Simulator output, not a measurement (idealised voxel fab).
Module name: voxel trench capacitor (process module)
Displayed cross-section: cut, width of 200 nm, square cells sized 5 nm.
A cross-section is written here as square cells arranged in a grid, and it is given in bands from the top down, each band taking up one or more rows of cells. The entry gives the band's vertical extent as a top height and a bottom height in nm, then its horizontal make-up as materials from left to right, each with a width in nm. "air" stands for empty space; a single material marked "all across" fills the band edge to edge. The reference from which all heights are counted is 0, the level beneath which the as-received wafer is entirely one material; the lowest band, having no lower bound, proceeds downward and is written after the example "from 0 down". So if you see something like "30 to 40" for the width, read it as the top row of the band sitting at the first number and the bottom row at the second, with every row in between moving by the same amount as the last. "identical to before" (step): cross-section cells unchanged, all of them. Entry "Closed cavity list". Content: empty spaces with no open connection to the top, size 8 cells or greater. Each: width x height at distance. Distance: from left edge. Unit: nm. Note: text after step settings on the step line = simulator remark on that step. "overlay nm" answers the question of how far to the right of plan the mask lay on a step that has a mask, and when it is negative the answer is to the left. Heads up before you read on: it's before/after pairs around one process step each, after side only down to the lowest band that changed, step plus settings under the pair. Pairs can be from different runs of this module, same starting wafer, so only chain a pair onto the one above if its "Prior to step" entry says so.
Prior to step
from 0 down: Si all across
Closed cavity list: none
Sectional Result
from 5 to 0: SiN all across
Beneath the level 0, the cross-section is identical to its previous state.
Closed cavity list: none
So what happened between those two cross-sections up there? CONFORMAL_DEP, material SiN, thk nm 5
Prior to step: taken from the pair above, after panel.
Sectional Result
from 20 to 5: resist 60 nm  air 30 nm  resist 15 nm  air 30 nm  resist 65 nm
Beneath the level 5, the cross-section is identical to its previous state.
Closed cavity list: none
So what happened between those two cross-sections up there? PATTERN, tone open, mask id TRENCH, material resist, width nm 30, pitch nm 45, thk nm 15, overlay nm 0
Prior to step: taken from the pair above, after panel.
Sectional Result
from 20 to 5: resist 60 nm  air 30 nm  resist 15 nm  air 30 nm  resist 65 nm
from 5 to 0: SiN 60 nm  air 30 nm  SiN 15 nm  air 30 nm  SiN 65 nm
Beneath the level 0, the cross-section is identical to its previous state.
Closed cavity list: none
So what happened between those two cross-sections up there? DIRECTIONAL_ETCH, etch materials SiN, depth nm 5
Prior to step: taken from the pair above, after panel.
Sectional Result
from 20 to 5: resist 60 nm  air 30 nm  resist 15 nm  air 30 nm  resist 65 nm
from 5 to 0: SiN 60 nm  air 30 nm  SiN 15 nm  air 30 nm  SiN 65 nm
from 0 to -35: Si 60 nm  air 30 nm  Si 15 nm  air 30 nm  Si 65 nm
Beneath the level -35, the cross-section is identical to its previous state.
Closed cavity list: none
So what happened between those two cross-sections up there? DIRECTIONAL_ETCH, etch materials Si, depth nm 35
Prior to step: taken from the pair above, after panel.
Sectional Result
from 5 to 0: SiN 60 nm  air 30 nm  SiN 15 nm  air 30 nm  SiN 65 nm
Beneath the level 0, the cross-section is identical to its previous state.
Closed cavity list: none
So what happened between those two cross-sections up there? STRIP, etch materials resist
Prior to step: taken from the pair above, after panel.
Sectional Result
from 10 to 5: Al2O3 65 nm  air 20 nm  Al2O3 25 nm  air 20 nm  Al2O3 70 nm
from 5 to 0: SiN 60 nm  Al2O3 5 nm  air 20 nm  Al2O3 5 nm  SiN 15 nm  Al2O3 5 nm  air 20 nm  Al2O3 5 nm  SiN 65 nm
from 0 to -30: Si 60 nm  Al2O3 5 nm  air 20 nm  Al2O3 5 nm  Si 15 nm  Al2O3 5 nm  air 20 nm  Al2O3 5 nm  Si 65 nm
from -30 to -35: Si 60 nm  Al2O3 30 nm  Si 15 nm  Al2O3 30 nm  Si 65 nm
Beneath the level -35, the cross-section is identical to its previous state.
Closed cavity list: none
So what happened between those two cross-sections up there? CONFORMAL_DEP, material Al2O3, thk nm 5
Prior to step: taken from the pair above, after panel.
Sectional Result
from 15 to 10: TiN 70 nm  air 10 nm  TiN 35 nm  air 10 nm  TiN 75 nm
from 10 to 5: Al2O3 65 nm  TiN 5 nm  air 10 nm  TiN 5 nm  Al2O3 25 nm  TiN 5 nm  air 10 nm  TiN 5 nm  Al2O3 70 nm
from 5 to 0: SiN 60 nm  Al2O3 5 nm  TiN 5 nm  air 10 nm  TiN 5 nm  Al2O3 5 nm  SiN 15 nm  Al2O3 5 nm  TiN 5 nm  air 10 nm  TiN 5 nm  Al2O3 5 nm  SiN 65 nm
from 0 to -25: Si 60 nm  Al2O3 5 nm  TiN 5 nm  air 10 nm  TiN 5 nm  Al2O3 5 nm  Si 15 nm  Al2O3 5 nm  TiN 5 nm  air 10 nm  TiN 5 nm  Al2O3 5 nm  Si 65 nm
from -25 to -30: Si 60 nm  Al2O3 5 nm  TiN 20 nm  Al2O3 5 nm  Si 15 nm  Al2O3 5 nm  TiN 20 nm  Al2O3 5 nm  Si 65 nm
Beneath the level -30, the cross-section is identical to its previous state.
Closed cavity list: none
So what happened between those two cross-sections up there? CONFORMAL_DEP, material TiN, thk nm 5
Prior to step: taken from the pair above, after panel.
Sectional Result
from 20 to 15: W all across
from 15 to 10: TiN 70 nm  W 10 nm  TiN 35 nm  W 10 nm  TiN 75 nm
from 10 to 5: Al2O3 65 nm  TiN 5 nm  W 10 nm  TiN 5 nm  Al2O3 25 nm  TiN 5 nm  W 10 nm  TiN 5 nm  Al2O3 70 nm
from 5 to 0: SiN 60 nm  Al2O3 5 nm  TiN 5 nm  W 10 nm  TiN 5 nm  Al2O3 5 nm  SiN 15 nm  Al2O3 5 nm  TiN 5 nm  W 10 nm  TiN 5 nm  Al2O3 5 nm  SiN 65 nm
from 0 to -25: Si 60 nm  Al2O3 5 nm  TiN 5 nm  W 10 nm  TiN 5 nm  Al2O3 5 nm  Si 15 nm  Al2O3 5 nm  TiN 5 nm  W 10 nm  TiN 5 nm  Al2O3 5 nm  Si 65 nm
Beneath the level -25, the cross-section is identical to its previous state.
Closed cavity list: none
So what happened between those two cross-sections up there? FILL_DEP, material W, thk nm 5
Prior to step: taken from the pair above, after panel.
Sectional Result
from 5 to 0: SiN 60 nm  Al2O3 5 nm  TiN 5 nm  W 10 nm  TiN 5 nm  Al2O3 5 nm  SiN 15 nm  Al2O3 5 nm  TiN 5 nm  W 10 nm  TiN 5 nm  Al2O3 5 nm  SiN 65 nm
Beneath the level 0, the cross-section is identical to its previous state.
Closed cavity list: none
So what happened between those two cross-sections up there? CMP, height nm 5
Prior to step
from 5 to 0: SiN 60 nm  air 30 nm  SiN 15 nm  air 30 nm  SiN 65 nm
from 0 to -35: Si 60 nm  air 30 nm  Si 15 nm  air 30 nm  Si 65 nm
from -35 down: Si all across
Closed cavity list: none
Sectional Result
from 10 to 5: TiN 65 nm  air 20 nm  TiN 25 nm  air 20 nm  TiN 70 nm
from 5 to 0: SiN 60 nm  TiN 5 nm  air 20 nm  TiN 5 nm  SiN 15 nm  TiN 5 nm  air 20 nm  TiN 5 nm  SiN 65 nm
from 0 to -30: Si 60 nm  TiN 5 nm  air 20 nm  TiN 5 nm  Si 15 nm  TiN 5 nm  air 20 nm  TiN 5 nm  Si 65 nm
from -30 to -35: Si 60 nm  TiN 30 nm  Si 15 nm  TiN 30 nm  Si 65 nm
Beneath the level -35, the cross-section is identical to its previous state.
Closed cavity list: none
So what happened between those two cross-sections up there? CONFORMAL_DEP, material TiN, thk nm 5
Prior to step: taken from the pair above, after panel.
Sectional Result
from 15 to 10: W all across
from 10 to 5: TiN 65 nm  W 20 nm  TiN 25 nm  W 20 nm  TiN 70 nm
from 5 to 0: SiN 60 nm  TiN 5 nm  W 20 nm  TiN 5 nm  SiN 15 nm  TiN 5 nm  W 20 nm  TiN 5 nm  SiN 65 nm
from 0 to -30: Si 60 nm  TiN 5 nm  W 20 nm  TiN 5 nm  Si 15 nm  TiN 5 nm  W 20 nm  TiN 5 nm  Si 65 nm
Beneath the level -30, the cross-section is identical to its previous state.
Closed cavity list: none
So what happened between those two cross-sections up there? FILL_DEP, material W, thk nm 5
Prior to step: taken from the pair above, after panel.
Sectional Result
from 5 to 0: SiN 60 nm  TiN 5 nm  W 20 nm  TiN 5 nm  SiN 15 nm  TiN 5 nm  W 20 nm  TiN 5 nm  SiN 65 nm
Beneath the level 0, the cross-section is identical to its previous state.
Closed cavity list: none
So what happened between those two cross-sections up there? CMP, height nm 5
Prior to step
from 20 to 15: W all across
from 15 to 10: TiN 70 nm  W 10 nm  TiN 35 nm  W 10 nm  TiN 75 nm
from 10 to 5: Al2O3 65 nm  TiN 5 nm  W 10 nm  TiN 5 nm  Al2O3 25 nm  TiN 5 nm  W 10 nm  TiN 5 nm  Al2O3 70 nm
from 5 to 0: SiN 60 nm  Al2O3 5 nm  TiN 5 nm  W 10 nm  TiN 5 nm  Al2O3 5 nm  SiN 15 nm  Al2O3 5 nm  TiN 5 nm  W 10 nm  TiN 5 nm  Al2O3 5 nm  SiN 65 nm
from 0 to -25: Si 60 nm  Al2O3 5 nm  TiN 5 nm  W 10 nm  TiN 5 nm  Al2O3 5 nm  Si 15 nm  Al2O3 5 nm  TiN 5 nm  W 10 nm  TiN 5 nm  Al2O3 5 nm  Si 65 nm
from -25 to -30: Si 60 nm  Al2O3 5 nm  TiN 20 nm  Al2O3 5 nm  Si 15 nm  Al2O3 5 nm  TiN 20 nm  Al2O3 5 nm  Si 65 nm
from -30 to -35: Si 60 nm  Al2O3 30 nm  Si 15 nm  Al2O3 30 nm  Si 65 nm
from -35 down: Si all across
Closed cavity list: none
Sectional Result
from 25 to 15: W all across
Beneath the level 15, the cross-section is identical to its previous state.
Closed cavity list: none
So what happened between those two cross-sections up there? FILL_DEP, material W, thk nm 5
Prior to step: taken from the pair above, after panel.
Sectional Result
from 5 to 0: SiN 60 nm  Al2O3 5 nm  TiN 5 nm  W 10 nm  TiN 5 nm  Al2O3 5 nm  SiN 15 nm  Al2O3 5 nm  TiN 5 nm  W 10 nm  TiN 5 nm  Al2O3 5 nm  SiN 65 nm
Beneath the level 0, the cross-section is identical to its previous state.
Closed cavity list: none
So what happened between those two cross-sections up there? CMP, height nm 5
Prior to step
from 10 to 5: TiN 65 nm  air 20 nm  TiN 25 nm  air 20 nm  TiN 70 nm
from 5 to 0: SiN 60 nm  TiN 5 nm  air 20 nm  TiN 5 nm  SiN 15 nm  TiN 5 nm  air 20 nm  TiN 5 nm  SiN 65 nm
from 0 to -30: Si 60 nm  TiN 5 nm  air 20 nm  TiN 5 nm  Si 15 nm  TiN 5 nm  air 20 nm  TiN 5 nm  Si 65 nm
from -30 to -35: Si 60 nm  TiN 30 nm  Si 15 nm  TiN 30 nm  Si 65 nm
from -35 down: Si all across
Closed cavity list: none
Sectional Result
from 15 to 10: Al2O3 70 nm  air 10 nm  Al2O3 35 nm  air 10 nm  Al2O3 75 nm
from 10 to 5: TiN 65 nm  Al2O3 5 nm  air 10 nm  Al2O3 5 nm  TiN 25 nm  Al2O3 5 nm  air 10 nm  Al2O3 5 nm  TiN 70 nm
from 5 to 0: SiN 60 nm  TiN 5 nm  Al2O3 5 nm  air 10 nm  Al2O3 5 nm  TiN 5 nm  SiN 15 nm  TiN 5 nm  Al2O3 5 nm  air 10 nm  Al2O3 5 nm  TiN 5 nm  SiN 65 nm
from 0 to -25: Si 60 nm  TiN 5 nm  Al2O3 5 nm  air 10 nm  Al2O3 5 nm  TiN 5 nm  Si 15 nm  TiN 5 nm  Al2O3 5 nm  air 10 nm  Al2O3 5 nm  TiN 5 nm  Si 65 nm
from -25 to -30: Si 60 nm  TiN 5 nm  Al2O3 20 nm  TiN 5 nm  Si 15 nm  TiN 5 nm  Al2O3 20 nm  TiN 5 nm  Si 65 nm
Beneath the level -30, the cross-section is identical to its previous state.
Closed cavity list: none
So what happened between those two cross-sections up there? CONFORMAL_DEP, material Al2O3, thk nm 5
Prior to step: taken from the pair above, after panel.
Sectional Result
from 20 to 15: W all across
from 15 to 10: Al2O3 70 nm  W 10 nm  Al2O3 35 nm  W 10 nm  Al2O3 75 nm
from 10 to 5: TiN 65 nm  Al2O3 5 nm  W 10 nm  Al2O3 5 nm  TiN 25 nm  Al2O3 5 nm  W 10 nm  Al2O3 5 nm  TiN 70 nm
from 5 to 0: SiN 60 nm  TiN 5 nm  Al2O3 5 nm  W 10 nm  Al2O3 5 nm  TiN 5 nm  SiN 15 nm  TiN 5 nm  Al2O3 5 nm  W 10 nm  Al2O3 5 nm  TiN 5 nm  SiN 65 nm
from 0 to -25: Si 60 nm  TiN 5 nm  Al2O3 5 nm  W 10 nm  Al2O3 5 nm  TiN 5 nm  Si 15 nm  TiN 5 nm  Al2O3 5 nm  W 10 nm  Al2O3 5 nm  TiN 5 nm  Si 65 nm
Beneath the level -25, the cross-section is identical to its previous state.
Closed cavity list: none
So what happened between those two cross-sections up there? FILL_DEP, material W, thk nm 5
Prior to step: taken from the pair above, after panel.
Sectional Result
from 5 to 0: SiN 60 nm  TiN 5 nm  Al2O3 5 nm  W 10 nm  Al2O3 5 nm  TiN 5 nm  SiN 15 nm  TiN 5 nm  Al2O3 5 nm  W 10 nm  Al2O3 5 nm  TiN 5 nm  SiN 65 nm
Beneath the level 0, the cross-section is identical to its previous state.
Closed cavity list: none
So what happened between those two cross-sections up there? CMP, height nm 5
Prior to step
from 20 to 15: W all across
from 15 to 10: TiN 70 nm  W 10 nm  TiN 35 nm  W 10 nm  TiN 75 nm
from 10 to 5: Al2O3 65 nm  TiN 5 nm  W 10 nm  TiN 5 nm  Al2O3 25 nm  TiN 5 nm  W 10 nm  TiN 5 nm  Al2O3 70 nm
from 5 to 0: SiN 60 nm  Al2O3 5 nm  TiN 5 nm  W 10 nm  TiN 5 nm  Al2O3 5 nm  SiN 15 nm  Al2O3 5 nm  TiN 5 nm  W 10 nm  TiN 5 nm  Al2O3 5 nm  SiN 65 nm
from 0 to -25: Si 60 nm  Al2O3 5 nm  TiN 5 nm  W 10 nm  TiN 5 nm  Al2O3 5 nm  Si 15 nm  Al2O3 5 nm  TiN 5 nm  W 10 nm  TiN 5 nm  Al2O3 5 nm  Si 65 nm
from -25 to -30: Si 60 nm  Al2O3 5 nm  TiN 20 nm  Al2O3 5 nm  Si 15 nm  Al2O3 5 nm  TiN 20 nm  Al2O3 5 nm  Si 65 nm
from -30 to -35: Si 60 nm  Al2O3 30 nm  Si 15 nm  Al2O3 30 nm  Si 65 nm
from -35 down: Si all across
Closed cavity list: none
Sectional Result
from 15 to 10: TiN 70 nm  W 10 nm  TiN 35 nm  W 10 nm  TiN 75 nm
Beneath the level 10, the cross-section is identical to its previous state.
Closed cavity list: none
So what happened between those two cross-sections up there? CMP, height nm 15
Prior to step
from 5 to 0: SiN all across
from 0 down: Si all across
Closed cavity list: none
Sectional Result
from 20 to 5: resist 65 nm  air 20 nm  resist 25 nm  air 20 nm  resist 70 nm
Beneath the level 5, the cross-section is identical to its previous state.
Closed cavity list: none
So what happened between those two cross-sections up there? PATTERN, tone open, mask id TRENCH, material resist, width nm 20, pitch nm 45, thk nm 15, overlay nm 0
Prior to step: taken from the pair above, after panel.
Sectional Result
from 20 to 5: resist 65 nm  air 20 nm  resist 25 nm  air 20 nm  resist 70 nm
from 5 to 0: SiN 65 nm  air 20 nm  SiN 25 nm  air 20 nm  SiN 70 nm
Beneath the level 0, the cross-section is identical to its previous state.
Closed cavity list: none
So what happened between those two cross-sections up there? DIRECTIONAL_ETCH, etch materials SiN, depth nm 5
Prior to step: taken from the pair above, after panel.
Sectional Result
from 20 to 5: resist 65 nm  air 20 nm  resist 25 nm  air 20 nm  resist 70 nm
from 5 to 0: SiN 65 nm  air 20 nm  SiN 25 nm  air 20 nm  SiN 70 nm
from 0 to -35: Si 65 nm  air 20 nm  Si 25 nm  air 20 nm  Si 70 nm
Beneath the level -35, the cross-section is identical to its previous state.
Closed cavity list: none
So what happened between those two cross-sections up there? DIRECTIONAL_ETCH, etch materials Si, depth nm 35
Prior to step: taken from the pair above, after panel.
Sectional Result
from 5 to 0: SiN 65 nm  air 20 nm  SiN 25 nm  air 20 nm  SiN 70 nm
Beneath the level 0, the cross-section is identical to its previous state.
Closed cavity list: none
So what happened between those two cross-sections up there? STRIP, etch materials resist
Prior to step: taken from the pair above, after panel.
Sectional Result
from 10 to 5: Al2O3 70 nm  air 10 nm  Al2O3 35 nm  air 10 nm  Al2O3 75 nm
from 5 to 0: SiN 65 nm  Al2O3 5 nm  air 10 nm  Al2O3 5 nm  SiN 25 nm  Al2O3 5 nm  air 10 nm  Al2O3 5 nm  SiN 70 nm
from 0 to -30: Si 65 nm  Al2O3 5 nm  air 10 nm  Al2O3 5 nm  Si 25 nm  Al2O3 5 nm  air 10 nm  Al2O3 5 nm  Si 70 nm
from -30 to -35: Si 65 nm  Al2O3 20 nm  Si 25 nm  Al2O3 20 nm  Si 70 nm
Beneath the level -35, the cross-section is identical to its previous state.
Closed cavity list: none
So what happened between those two cross-sections up there? CONFORMAL_DEP, material Al2O3, thk nm 5
Prior to step: taken from the pair above, after panel.
Sectional Result
from 15 to 10: TiN all across
from 10 to 5: Al2O3 70 nm  TiN 10 nm  Al2O3 35 nm  TiN 10 nm  Al2O3 75 nm
from 5 to 0: SiN 65 nm  Al2O3 5 nm  TiN 10 nm  Al2O3 5 nm  SiN 25 nm  Al2O3 5 nm  TiN 10 nm  Al2O3 5 nm  SiN 70 nm
from 0 to -30: Si 65 nm  Al2O3 5 nm  TiN 10 nm  Al2O3 5 nm  Si 25 nm  Al2O3 5 nm  TiN 10 nm  Al2O3 5 nm  Si 70 nm
Beneath the level -30, the cross-section is identical to its previous state.
Closed cavity list: none
So what happened between those two cross-sections up there? CONFORMAL_DEP, material TiN, thk nm 5
Prior to step: taken from the pair above, after panel.
Sectional Result
from 20 to 15: W all across
Beneath the level 15, the cross-section is identical to its previous state.
Closed cavity list: none
So what happened between those two cross-sections up there? FILL_DEP, material W, thk nm 5
Prior to step: taken from the pair above, after panel.
Sectional Result
from 5 to 0: SiN 65 nm  Al2O3 5 nm  TiN 10 nm  Al2O3 5 nm  SiN 25 nm  Al2O3 5 nm  TiN 10 nm  Al2O3 5 nm  SiN 70 nm
Beneath the level 0, the cross-section is identical to its previous state.
Closed cavity list: none
So what happened between those two cross-sections up there? CMP, height nm 5
Prior to step
from 5 to 0: SiN all across
from 0 down: Si all across
Closed cavity list: none
Sectional Result
from 20 to 5: resist 70 nm  air 30 nm  resist 15 nm  air 30 nm  resist 55 nm
Beneath the level 5, the cross-section is identical to its previous state.
Closed cavity list: none
So what happened between those two cross-sections up there? PATTERN, tone open, mask id TRENCH, material resist, width nm 30, pitch nm 45, thk nm 15, overlay nm 10
Prior to step: taken from the pair above, after panel.
Sectional Result
from 20 to 5: resist 70 nm  air 30 nm  resist 15 nm  air 30 nm  resist 55 nm
from 5 to 0: SiN 70 nm  air 30 nm  SiN 15 nm  air 30 nm  SiN 55 nm
Beneath the level 0, the cross-section is identical to its previous state.
Closed cavity list: none
So what happened between those two cross-sections up there? DIRECTIONAL_ETCH, etch materials SiN, depth nm 5
Prior to step: taken from the pair above, after panel.
Sectional Result
from 20 to 5: resist 70 nm  air 30 nm  resist 15 nm  air 30 nm  resist 55 nm
from 5 to 0: SiN 70 nm  air 30 nm  SiN 15 nm  air 30 nm  SiN 55 nm
from 0 to -35: Si 70 nm  air 30 nm  Si 15 nm  air 30 nm  Si 55 nm
Beneath the level -35, the cross-section is identical to its previous state.
Closed cavity list: none
So what happened between those two cross-sections up there? DIRECTIONAL_ETCH, etch materials Si, depth nm 35
Prior to step: taken from the pair above, after panel.
Sectional Result
from 5 to 0: SiN 70 nm  air 30 nm  SiN 15 nm  air 30 nm  SiN 55 nm
Beneath the level 0, the cross-section is identical to its previous state.
Closed cavity list: none
So what happened between those two cross-sections up there? STRIP, etch materials resist
Prior to step: taken from the pair above, after panel.
Sectional Result
from 10 to 5: Al2O3 75 nm  air 20 nm  Al2O3 25 nm  air 20 nm  Al2O3 60 nm
from 5 to 0: SiN 70 nm  Al2O3 5 nm  air 20 nm  Al2O3 5 nm  SiN 15 nm  Al2O3 5 nm  air 20 nm  Al2O3 5 nm  SiN 55 nm
from 0 to -30: Si 70 nm  Al2O3 5 nm  air 20 nm  Al2O3 5 nm  Si 15 nm  Al2O3 5 nm  air 20 nm  Al2O3 5 nm  Si 55 nm
from -30 to -35: Si 70 nm  Al2O3 30 nm  Si 15 nm  Al2O3 30 nm  Si 55 nm
Beneath the level -35, the cross-section is identical to its previous state.
Closed cavity list: none
So what happened between those two cross-sections up there? CONFORMAL_DEP, material Al2O3, thk nm 5
Prior to step: taken from the pair above, after panel.
Sectional Result
from 15 to 10: TiN 80 nm  air 10 nm  TiN 35 nm  air 10 nm  TiN 65 nm
from 10 to 5: Al2O3 75 nm  TiN 5 nm  air 10 nm  TiN 5 nm  Al2O3 25 nm  TiN 5 nm  air 10 nm  TiN 5 nm  Al2O3 60 nm
from 5 to 0: SiN 70 nm  Al2O3 5 nm  TiN 5 nm  air 10 nm  TiN 5 nm  Al2O3 5 nm  SiN 15 nm  Al2O3 5 nm  TiN 5 nm  air 10 nm  TiN 5 nm  Al2O3 5 nm  SiN 55 nm
from 0 to -25: Si 70 nm  Al2O3 5 nm  TiN 5 nm  air 10 nm  TiN 5 nm  Al2O3 5 nm  Si 15 nm  Al2O3 5 nm  TiN 5 nm  air 10 nm  TiN 5 nm  Al2O3 5 nm  Si 55 nm
from -25 to -30: Si 70 nm  Al2O3 5 nm  TiN 20 nm  Al2O3 5 nm  Si 15 nm  Al2O3 5 nm  TiN 20 nm  Al2O3 5 nm  Si 55 nm
Beneath the level -30, the cross-section is identical to its previous state.
Closed cavity list: none
So what happened between those two cross-sections up there? CONFORMAL_DEP, material TiN, thk nm 5
Prior to step: taken from the pair above, after panel.
Sectional Result
from 20 to 15: W all across
from 15 to 10: TiN 80 nm  W 10 nm  TiN 35 nm  W 10 nm  TiN 65 nm
from 10 to 5: Al2O3 75 nm  TiN 5 nm  W 10 nm  TiN 5 nm  Al2O3 25 nm  TiN 5 nm  W 10 nm  TiN 5 nm  Al2O3 60 nm
from 5 to 0: SiN 70 nm  Al2O3 5 nm  TiN 5 nm  W 10 nm  TiN 5 nm  Al2O3 5 nm  SiN 15 nm  Al2O3 5 nm  TiN 5 nm  W 10 nm  TiN 5 nm  Al2O3 5 nm  SiN 55 nm
from 0 to -25: Si 70 nm  Al2O3 5 nm  TiN 5 nm  W 10 nm  TiN 5 nm  Al2O3 5 nm  Si 15 nm  Al2O3 5 nm  TiN 5 nm  W 10 nm  TiN 5 nm  Al2O3 5 nm  Si 55 nm
Beneath the level -25, the cross-section is identical to its previous state.
Closed cavity list: none
So what happened between those two cross-sections up there? FILL_DEP, material W, thk nm 5
Prior to step: taken from the pair above, after panel.
Sectional Result
from 5 to 0: SiN 70 nm  Al2O3 5 nm  TiN 5 nm  W 10 nm  TiN 5 nm  Al2O3 5 nm  SiN 15 nm  Al2O3 5 nm  TiN 5 nm  W 10 nm  TiN 5 nm  Al2O3 5 nm  SiN 55 nm
Beneath the level 0, the cross-section is identical to its previous state.
Closed cavity list: none
So what happened between those two cross-sections up there? CMP, height nm 5
Prior to step
from 10 to 5: TiN 65 nm  air 20 nm  TiN 25 nm  air 20 nm  TiN 70 nm
from 5 to 0: SiN 60 nm  TiN 5 nm  air 20 nm  TiN 5 nm  SiN 15 nm  TiN 5 nm  air 20 nm  TiN 5 nm  SiN 65 nm
from 0 to -30: Si 60 nm  TiN 5 nm  air 20 nm  TiN 5 nm  Si 15 nm  TiN 5 nm  air 20 nm  TiN 5 nm  Si 65 nm
from -30 to -35: Si 60 nm  TiN 30 nm  Si 15 nm  TiN 30 nm  Si 65 nm
from -35 down: Si all across
Closed cavity list: none
Sectional Result
from 15 to 5: TiN 70 nm  air 10 nm  TiN 35 nm  air 10 nm  TiN 75 nm
from 5 to 0: SiN 60 nm  TiN 10 nm  air 10 nm  TiN 10 nm  SiN 15 nm  TiN 10 nm  air 10 nm  TiN 10 nm  SiN 65 nm
from 0 to -25: Si 60 nm  TiN 10 nm  air 10 nm  TiN 10 nm  Si 15 nm  TiN 10 nm  air 10 nm  TiN 10 nm  Si 65 nm
from -25 to -35: Si 60 nm  TiN 30 nm  Si 15 nm  TiN 30 nm  Si 65 nm
Beneath the level -35, the cross-section is identical to its previous state.
Closed cavity list: none
So what happened between those two cross-sections up there? CONFORMAL_DEP, material TiN, thk nm 5
Prior to step: taken from the pair above, after panel.
Sectional Result
from 20 to 15: W all across
from 15 to 5: TiN 70 nm  W 10 nm  TiN 35 nm  W 10 nm  TiN 75 nm
from 5 to 0: SiN 60 nm  TiN 10 nm  W 10 nm  TiN 10 nm  SiN 15 nm  TiN 10 nm  W 10 nm  TiN 10 nm  SiN 65 nm
from 0 to -25: Si 60 nm  TiN 10 nm  W 10 nm  TiN 10 nm  Si 15 nm  TiN 10 nm  W 10 nm  TiN 10 nm  Si 65 nm
Beneath the level -25, the cross-section is identical to its previous state.
Closed cavity list: none
So what happened between those two cross-sections up there? FILL_DEP, material W, thk nm 5
Prior to step: taken from the pair above, after panel.
Sectional Result
from 5 to 0: SiN 60 nm  TiN 10 nm  W 10 nm  TiN 10 nm  SiN 15 nm  TiN 10 nm  W 10 nm  TiN 10 nm  SiN 65 nm
Beneath the level 0, the cross-section is identical to its previous state.
Closed cavity list: none
So what happened between those two cross-sections up there? CMP, height nm 5
Prior to step
from 5 to 0: SiN all across
from 0 down: Si all across
Closed cavity list: none
Sectional Result
from 20 to 5: air 60 nm  resist 30 nm  air 15 nm  resist 30 nm  air 65 nm
Beneath the level 5, the cross-section is identical to its previous state.
Closed cavity list: none
So what happened between those two cross-sections up there? PATTERN, tone cover, mask id TRENCH, material resist, width nm 30, pitch nm 45, thk nm 15, overlay nm 0
Prior to step: taken from the pair above, after panel.
Sectional Result
from 20 to 5: air 60 nm  resist 30 nm  air 15 nm  resist 30 nm  air 65 nm
from 5 to 0: air 60 nm  SiN 30 nm  air 15 nm  SiN 30 nm  air 65 nm
Beneath the level 0, the cross-section is identical to its previous state.
Closed cavity list: none
So what happened between those two cross-sections up there? DIRECTIONAL_ETCH, etch materials SiN, depth nm 5
Prior to step: taken from the pair above, after panel.
Sectional Result
from 20 to 5: air 60 nm  resist 30 nm  air 15 nm  resist 30 nm  air 65 nm
from 5 to 0: air 60 nm  SiN 30 nm  air 15 nm  SiN 30 nm  air 65 nm
from 0 to -35: air 60 nm  Si 30 nm  air 15 nm  Si 30 nm  air 65 nm
Beneath the level -35, the cross-section is identical to its previous state.
Closed cavity list: none
So what happened between those two cross-sections up there? DIRECTIONAL_ETCH, etch materials Si, depth nm 35
Prior to step: taken from the pair above, after panel.
Sectional Result
from 5 to 0: air 60 nm  SiN 30 nm  air 15 nm  SiN 30 nm  air 65 nm
Beneath the level 0, the cross-section is identical to its previous state.
Closed cavity list: none
So what happened between those two cross-sections up there? STRIP, etch materials resist
Prior to step: taken from the pair above, after panel.
Sectional Result
from 10 to 5: air 55 nm  Al2O3 40 nm  air 5 nm  Al2O3 40 nm  air 60 nm
from 5 to 0: air 55 nm  Al2O3 5 nm  SiN 30 nm  Al2O3 5 nm  air 5 nm  Al2O3 5 nm  SiN 30 nm  Al2O3 5 nm  air 60 nm
from 0 to -30: air 55 nm  Al2O3 5 nm  Si 30 nm  Al2O3 5 nm  air 5 nm  Al2O3 5 nm  Si 30 nm  Al2O3 5 nm  air 60 nm
from -30 to -35: Al2O3 60 nm  Si 30 nm  Al2O3 15 nm  Si 30 nm  Al2O3 65 nm
Beneath the level -35, the cross-section is identical to its previous state.
Closed cavity list: none
So what happened between those two cross-sections up there? CONFORMAL_DEP, material Al2O3, thk nm 5
Prior to step: taken from the pair above, after panel.
Sectional Result
from 15 to 10: air 50 nm  TiN 95 nm  air 55 nm
from 10 to 5: air 50 nm  TiN 5 nm  Al2O3 40 nm  TiN 5 nm  Al2O3 40 nm  TiN 5 nm  air 55 nm
from 5 to 0: air 50 nm  TiN 5 nm  Al2O3 5 nm  SiN 30 nm  Al2O3 5 nm  TiN 5 nm  Al2O3 5 nm  SiN 30 nm  Al2O3 5 nm  TiN 5 nm  air 55 nm
from 0 to -25: air 50 nm  TiN 5 nm  Al2O3 5 nm  Si 30 nm  Al2O3 5 nm  TiN 5 nm  Al2O3 5 nm  Si 30 nm  Al2O3 5 nm  TiN 5 nm  air 55 nm
from -25 to -30: TiN 55 nm  Al2O3 5 nm  Si 30 nm  Al2O3 5 nm  TiN 5 nm  Al2O3 5 nm  Si 30 nm  Al2O3 5 nm  TiN 60 nm
Beneath the level -30, the cross-section is identical to its previous state.
Closed cavity list: none
So what happened between those two cross-sections up there? CONFORMAL_DEP, material TiN, thk nm 5
Prior to step: taken from the pair above, after panel.
Sectional Result
from 20 to 15: W all across
from 15 to 10: W 50 nm  TiN 95 nm  W 55 nm
from 10 to 5: W 50 nm  TiN 5 nm  Al2O3 40 nm  TiN 5 nm  Al2O3 40 nm  TiN 5 nm  W 55 nm
from 5 to 0: W 50 nm  TiN 5 nm  Al2O3 5 nm  SiN 30 nm  Al2O3 5 nm  TiN 5 nm  Al2O3 5 nm  SiN 30 nm  Al2O3 5 nm  TiN 5 nm  W 55 nm
from 0 to -25: W 50 nm  TiN 5 nm  Al2O3 5 nm  Si 30 nm  Al2O3 5 nm  TiN 5 nm  Al2O3 5 nm  Si 30 nm  Al2O3 5 nm  TiN 5 nm  W 55 nm
Beneath the level -25, the cross-section is identical to its previous state.
Closed cavity list: none
So what happened between those two cross-sections up there? FILL_DEP, material W, thk nm 5
Prior to step: taken from the pair above, after panel.
Sectional Result
from 5 to 0: W 50 nm  TiN 5 nm  Al2O3 5 nm  SiN 30 nm  Al2O3 5 nm  TiN 5 nm  Al2O3 5 nm  SiN 30 nm  Al2O3 5 nm  TiN 5 nm  W 55 nm
Beneath the level 0, the cross-section is identical to its previous state.
Closed cavity list: none
So what happened between those two cross-sections up there? CMP, height nm 5
